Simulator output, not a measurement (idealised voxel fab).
Process module, titled voxel self aligned contacts
In the cross-section labelled cut, the width is 270 nm and each square cell is 5 nm.
In what follows, cross-sections appear as grids of square cells, described through bands that run from the top down, where every band is one or more rows of cells.
Look at the band entry: it leads with the top's height and the bottom's height in nm. Then it lists the materials left to right, with a width in nm for each. The word "all across" on a single material says that material fills the band edge to edge. The word "blank" is empty space.
For the purposes of this specification, 0 denotes the height below which the wafer in its as-received condition is composed wholly of one material, and the lowermost band, lacking a lower limit, extends downward without end, as expressed in "0 and below".
It should be noted that a width expressed as "30 to 40" varies in equal increments from row to row of cells within the band, taking the value of the first number at the top row and that of the second number at the bottom row.
Basically "identical to before" means that step didn't change any cell in the cross-section.
In "Closed empty spaces" the enclosed voids are listed, meaning empty spaces of 8 cells or larger without any opening to the top. The form is width x height at distance, distance from the left edge, units nm.
If you see something after the settings on a step's line, that's the simulator's own remark about that step.
On any step carrying a mask, the "overlay nm" setting, if present on the step's line, tells how far right of its planned place the mask lay; negative values point to the left.
**So here's the lineup of process steps we planned**
1. RECEIVE with material Si
2. OXIDIZE with depth nm 5
3. DIRECTIONAL_DEP with material polySi, thk nm 20
4. DIRECTIONAL_DEP with material SiN, thk nm 25
5. PATTERN with tone cover, mask id GATE, material resist, width nm 35, pitch nm 75, thk nm 15, overlay nm 0
6. DIRECTIONAL_ETCH with etch materials SiN, depth nm 25
7. DIRECTIONAL_ETCH with etch materials polySi, depth nm 20
8. STRIP with etch materials resist
9. CONFORMAL_DEP with material SiN, thk nm 10
10. DIRECTIONAL_ETCH with etch materials SiN, depth nm 10
11. FILL_DEP with material SiO2, thk nm 20
12. CMP with height nm 55
13. MASKED_ETCH with tone open, mask id CONTACT, width nm 50, etch materials SiO2, depth nm 60, overlay nm 0
14. CONFORMAL_DEP with material TiN, thk nm 5
15. FILL_DEP with material Ru, thk nm 5
16. CMP with height nm 55
17. CONFORMAL_DEP with material SiCN, thk nm 5
**First of two wafers: run as planned**
**Incoming wafer, cross-sectional view, post step 1**
* 0 and below  Si all across
* Closed empty spaces: none
**After step 2: wafer cross-section**
* 0 down to -5  SiO2 all across
* Heights below -5 show no change.
**After step 3: wafer cross-section**
* 20 down to 0  polySi all across
* Heights below 0 show no change.
**After step 4: wafer cross-section**
* 45 down to 20  SiN all across
* Heights below 20 show no change.
**After step 5: wafer cross-section**
* 60 down to 45  blank: 80 / resist: 35 / blank: 40 / resist: 35 / blank: 80
* Heights below 45 show no change.
**After step 6: wafer cross-section**
* 60 down to 45  blank: 80 / resist: 35 / blank: 40 / resist: 35 / blank: 80
* 45 down to 20  blank: 80 / SiN: 35 / blank: 40 / SiN: 35 / blank: 80
* Heights below 20 show no change.
**After step 7: wafer cross-section**
* 60 down to 45  blank: 80 / resist: 35 / blank: 40 / resist: 35 / blank: 80
* 45 down to 20  blank: 80 / SiN: 35 / blank: 40 / SiN: 35 / blank: 80
* 20 down to 0  blank: 80 / polySi: 35 / blank: 40 / polySi: 35 / blank: 80
* Heights below 0 show no change.
**After step 8: wafer cross-section**
* 45 down to 20  blank: 80 / SiN: 35 / blank: 40 / SiN: 35 / blank: 80
* Heights below 20 show no change.
**After step 9: wafer cross-section**
* 55 down to 20  blank: 70 / SiN: 55 / blank: 20 / SiN: 55 / blank: 70
* 20 down to 10  blank: 70 / SiN: 10 / polySi: 35 / SiN: 10 / blank: 20 / SiN: 10 / polySi: 35 / SiN: 10 / blank: 70
* 10 down to 0  SiN: 80 / polySi: 35 / SiN: 40 / polySi: 35 / SiN: 80
* Heights below 0 show no change.
**After step 10: wafer cross-section**
* 45 down to 20  blank: 70 / SiN: 55 / blank: 20 / SiN: 55 / blank: 70
* 20 down to 0  blank: 70 / SiN: 10 / polySi: 35 / SiN: 10 / blank: 20 / SiN: 10 / polySi: 35 / SiN: 10 / blank: 70
* Heights below 0 show no change.
**After step 11: wafer cross-section**
* 65 down to 45  SiO2 all across
* 45 down to 20  SiO2: 70 / SiN: 55 / SiO2: 20 / SiN: 55 / SiO2: 70
* 20 down to 0  SiO2: 70 / SiN: 10 / polySi: 35 / SiN: 10 / SiO2: 20 / SiN: 10 / polySi: 35 / SiN: 10 / SiO2: 70
* Heights below 0 show no change.
**After step 12: wafer cross-section**
* 55 down to 45  SiO2 all across
* Heights below 45 show no change.
**After step 13: wafer cross-section**
* 55 down to 45  SiO2: 110 / blank: 50 / SiO2: 110
* 45 down to 20  SiO2: 70 / SiN: 55 / blank: 20 / SiN: 55 / SiO2: 70
* 20 down to 0  SiO2: 70 / SiN: 10 / polySi: 35 / SiN: 10 / blank: 20 / SiN: 10 / polySi: 35 / SiN: 10 / SiO2: 70
* 0 down to -5  SiO2: 125 / blank: 20 / SiO2: 125
* Heights below -5 show no change.
**After step 14: wafer cross-section**
* 60 down to 55  TiN: 115 / blank: 40 / TiN: 115
* 55 down to 45  SiO2: 110 / TiN: 5 to 20 / blank: 40 to 10 / TiN: 5 to 20 / SiO2: 110
* 45 down to 20  SiO2: 70 / SiN: 55 / TiN: 5 / blank: 10 / TiN: 5 / SiN: 55 / SiO2: 70
* 20 down to 0  SiO2: 70 / SiN: 10 / polySi: 35 / SiN: 10 / TiN: 5 / blank: 10 / TiN: 5 / SiN: 10 / polySi: 35 / SiN: 10 / SiO2: 70
* 0 down to -5  SiO2: 125 / TiN: 20 / SiO2: 125
* Heights below -5 show no change.
**After step 15: wafer cross-section**
* 65 down to 60  Ru all across
* 60 down to 55  TiN: 115 / Ru: 40 / TiN: 115
* 55 down to 45  SiO2: 110 / TiN: 5 to 20 / Ru: 40 to 10 / TiN: 5 to 20 / SiO2: 110
* 45 down to 20  SiO2: 70 / SiN: 55 / TiN: 5 / Ru: 10 / TiN: 5 / SiN: 55 / SiO2: 70
* 20 down to 0  SiO2: 70 / SiN: 10 / polySi: 35 / SiN: 10 / TiN: 5 / Ru: 10 / TiN: 5 / SiN: 10 / polySi: 35 / SiN: 10 / SiO2: 70
* Heights below 0 show no change.
**After step 16: wafer cross-section**
* 55 down to 45  SiO2: 110 / TiN: 5 to 20 / Ru: 40 to 10 / TiN: 5 to 20 / SiO2: 110
* Heights below 45 show no change.
**After step 17: wafer cross-section**
* 60 down to 55  SiCN all across
* Heights below 55 show no change.
**What follows concerns the second wafer, which started out like the first and was meant to follow the very same plan; one mistake crept in when it was run, but everything up to and including step 2 is the same as for the first wafer**
**Here is the second wafer in cross-section at the point where step 3 of the plan should have been done**
* 40 down to 0  polySi all across
* Heights below 0 show no change.
**Here is the second wafer in cross-section at the point where step 4 of the plan should have been done**
* 65 down to 40  SiN all across
* Heights below 40 show no change.
**Here is the second wafer in cross-section at the point where step 5 of the plan should have been done**
* 80 down to 65  blank: 80 / resist: 35 / blank: 40 / resist: 35 / blank: 80
* Heights below 65 show no change.
**Here is the second wafer in cross-section at the point where step 6 of the plan should have been done**
* 80 down to 65  blank: 80 / resist: 35 / blank: 40 / resist: 35 / blank: 80
* 65 down to 40  blank: 80 / SiN: 35 / blank: 40 / SiN: 35 / blank: 80
* Heights below 40 show no change.
**Here is the second wafer in cross-section at the point where step 7 of the plan should have been done**
* 80 down to 65  blank: 80 / resist: 35 / blank: 40 / resist: 35 / blank: 80
* 65 down to 40  blank: 80 / SiN: 35 / blank: 40 / SiN: 35 / blank: 80
* 40 down to 20  blank: 80 / polySi: 35 / blank: 40 / polySi: 35 / blank: 80
* Heights below 20 show no change.
**Here is the second wafer in cross-section at the point where step 8 of the plan should have been done**
* 65 down to 40  blank: 80 / SiN: 35 / blank: 40 / SiN: 35 / blank: 80
* Heights below 40 show no change.
**Here is the second wafer in cross-section at the point where step 9 of the plan should have been done**
* 75 down to 40  blank: 70 / SiN: 55 / blank: 20 / SiN: 55 / blank: 70
* 40 down to 30  blank: 70 / SiN: 10 / polySi: 35 / SiN: 10 / blank: 20 / SiN: 10 / polySi: 35 / SiN: 10 / blank: 70
* 30 down to 20  SiN: 80 / polySi: 35 / SiN: 40 / polySi: 35 / SiN: 80
* Heights below 20 show no change.
**Here is the second wafer in cross-section at the point where step 10 of the plan should have been done**
* 65 down to 40  blank: 70 / SiN: 55 / blank: 20 / SiN: 55 / blank: 70
* 40 down to 20  blank: 70 / SiN: 10 / polySi: 35 / SiN: 10 / blank: 20 / SiN: 10 / polySi: 35 / SiN: 10 / blank: 70
* Heights below 20 show no change.
**Here is the second wafer in cross-section at the point where step 11 of the plan should have been done**
* 85 down to 65  SiO2 all across
* 65 down to 40  SiO2: 70 / SiN: 55 / SiO2: 20 / SiN: 55 / SiO2: 70
* 40 down to 20  SiO2: 70 / SiN: 10 / polySi: 35 / SiN: 10 / SiO2: 20 / SiN: 10 / polySi: 35 / SiN: 10 / SiO2: 70
* Heights below 20 show no change.
**Here is the second wafer in cross-section at the point where step 12 of the plan should have been done**
* 55 down to 40  SiO2: 70 / SiN: 55 / SiO2: 20 / SiN: 55 / SiO2: 70
* Heights below 40 show no change.
**Here is the second wafer in cross-section at the point where step 13 of the plan should have been done**
* 55 down to 40  SiO2: 70 / SiN: 55 / blank: 20 / SiN: 55 / SiO2: 70
* 40 down to 20  SiO2: 70 / SiN: 10 / polySi: 35 / SiN: 10 / blank: 20 / SiN: 10 / polySi: 35 / SiN: 10 / SiO2: 70
* Heights below 20 show no change.
**Here is the second wafer in cross-section at the point where step 14 of the plan should have been done**
* 60 down to 55  TiN: 130 / blank: 10 / TiN: 130
* 55 down to 40  SiO2: 70 / SiN: 55 / TiN: 5 / blank: 10 / TiN: 5 / SiN: 55 / SiO2: 70
* 40 down to 25  SiO2: 70 / SiN: 10 / polySi: 35 / SiN: 10 / TiN: 5 / blank: 10 / TiN: 5 / SiN: 10 / polySi: 35 / SiN: 10 / SiO2: 70
* 25 down to 20  SiO2: 70 / SiN: 10 / polySi: 35 / SiN: 10 / TiN: 20 / SiN: 10 / polySi: 35 / SiN: 10 / SiO2: 70
* Heights below 20 show no change.
**Here is the second wafer in cross-section at the point where step 15 of the plan should have been done**
* 65 down to 60  Ru all across
* 60 down to 55  TiN: 130 / Ru: 10 / TiN: 130
* 55 down to 40  SiO2: 70 / SiN: 55 / TiN: 5 / Ru: 10 / TiN: 5 / SiN: 55 / SiO2: 70
* 40 down to 25  SiO2: 70 / SiN: 10 / polySi: 35 / SiN: 10 / TiN: 5 / Ru: 10 / TiN: 5 / SiN: 10 / polySi: 35 / SiN: 10 / SiO2: 70
* Heights below 25 show no change.
**Here is the second wafer in cross-section at the point where step 16 of the plan should have been done**
* 55 down to 40  SiO2: 70 / SiN: 55 / TiN: 5 / Ru: 10 / TiN: 5 / SiN: 55 / SiO2: 70
* Heights below 40 show no change.
**Here is the second wafer in cross-section at the point where step 17 of the plan should have been done**
* 60 down to 55  SiCN all across
* Heights below 55 show no change.
Heads up, the wafer didn't run the way we planned it: step 3 from the plan got run twice
Materials where the second wafer ends with more or fewer cells than the first: 16 fewer of Ru; 44 fewer of SiN; 140 fewer of SiO2; 16 fewer of TiN; 216 more of polySi
